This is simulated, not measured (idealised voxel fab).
process module | voxel self aligned contacts
cross-section cut | 280 nm wide | cells 5 nm
A cross-section is a grid of square cells, given in bands from the top down. A band is one or more rows of cells.
Each band's line starts with the height of the band's top and of its bottom, in nm. Then come its materials from left to right, each with its width in nm. One material with "throughout" fills the band from edge to edge. "air" is empty space.
Height 0 is the level under which the wafer as received is all one material. The lowest band goes on downwards, as in "0 down".
A width such as "30 to 40" changes by the same amount from each row of cells to the next, from the band's top row to its bottom row.
"no change" after a step means that no cell of the cross-section changed.
closed voids: empty space of 8 cells or more with no open way to the top, each as width x height at its distance from the left edge, in nm
after a step's settings: what the simulator itself notes on the step
overlay nm, on a step with a mask: how far to the right of its planned place the mask lay; to the left if negative
plan
1 op RECEIVE | material Si
2 op OXIDIZE | depth nm 5
3 op DIRECTIONAL_DEP | material polySi | thk nm 25
4 op DIRECTIONAL_DEP | material SiN | thk nm 20
5 op MASKED_ETCH | tone cover | mask id GATE | width nm 30 | pitch nm 65 | etch materials SiN | depth nm 20 | overlay nm 0
6 op MASKED_ETCH | tone cover | mask id GATE | width nm 20 | pitch nm 65 | etch materials polySi | depth nm 25 | overlay nm 0
7 op CONFORMAL_DEP | material SiN | thk nm 10
8 op DIRECTIONAL_ETCH | etch materials SiN | depth nm 10
9 op FILL_DEP | material SiO2 | thk nm 10
10 op CMP | height nm 50
11 op PATTERN | tone open | mask id CONTACT | material resist | width nm 45 | pitch nm 65 | thk nm 15 | overlay nm 0
12 op DIRECTIONAL_ETCH | etch materials SiO2 | depth nm 55
13 op STRIP | etch materials resist
14 op CONFORMAL_DEP | material TiN | thk nm 5
15 op FILL_DEP | material W | thk nm 5
16 op CMP | height nm 50
17 op CONFORMAL_DEP | material SiCN | thk nm 5
varied across the wafers: width nm of step 6. The plan shows the first wafer's value. All wafers start alike
first wafer as received, after step 1
  0 down: Si throughout
  closed voids: none
first wafer at the end, after step 17
  55 to 50: SiCN throughout
  50 to 45: SiO2 85 | TiN 20 | W 5 | TiN 20 | SiO2 20 | TiN 20 | W 5 | TiN 20 | SiO2 85
  45 to 25: SiO2 50 | SiN 50 | TiN 5 | W 5 | TiN 5 | SiN 50 | TiN 5 | W 5 | TiN 5 | SiN 50 | SiO2 50
  25 to 0: SiO2 50 | SiN 10 | polySi 30 | SiN 10 | TiN 5 | W 5 | TiN 5 | SiN 10 | polySi 30 | SiN 10 | TiN 5 | W 5 | TiN 5 | SiN 10 | polySi 30 | SiN 10 | SiO2 50
  0 to -5: SiO2 100 | TiN 15 | SiO2 50 | TiN 15 | SiO2 100
  -5 down: Si throughout
  closed voids: none
last wafer at the end
  55 to 50: SiCN throughout
  50 to 45: SiO2 85 | TiN 20 | W 5 | TiN 20 | SiO2 20 | TiN 20 | W 5 | TiN 20 | SiO2 85
  45 to 30: SiO2 50 | SiN 50 | TiN 5 | W 5 | TiN 5 | SiN 50 | TiN 5 | W 5 | TiN 5 | SiN 50 | SiO2 50
  30 to 25: SiO2 50 | SiN 50 | TiN 15 | SiN 50 | TiN 15 | SiN 50 | SiO2 50
  25 to 0: SiO2 45 | SiN 10 | polySi 45 | SiN 20 | polySi 45 | SiN 20 | polySi 45 | SiN 10 | SiO2 40
  0 to -5: SiO2 throughout
  -5 down: Si throughout
  closed voids: none
each wafer at the end: cells of each material gained (+) or lost (-) since it was received, then its closed voids
width nm 20 | -56 Si | +56 SiCN | +180 SiN | +268 SiO2 | +58 TiN | +20 W | +90 polySi | closed voids: none
width nm 25 | -56 Si | +56 SiCN | +180 SiN | +268 SiO2 | +58 TiN | +20 W | +90 polySi | closed voids: none
width nm 30 | -56 Si | +56 SiCN | +180 SiN | +268 SiO2 | +58 TiN | +20 W | +90 polySi | closed voids: none
width nm 35 | -56 Si | +56 SiCN | +180 SiN | +265 SiO2 | +58 TiN | +8 W | +105 polySi | closed voids: none
width nm 40 | -56 Si | +56 SiCN | +180 SiN | +262 SiO2 | +46 TiN | +8 W | +120 polySi | closed voids: none
width nm 45 | -56 Si | +56 SiCN | +180 SiN | +259 SiO2 | +34 TiN | +8 W | +135 polySi | closed voids: none
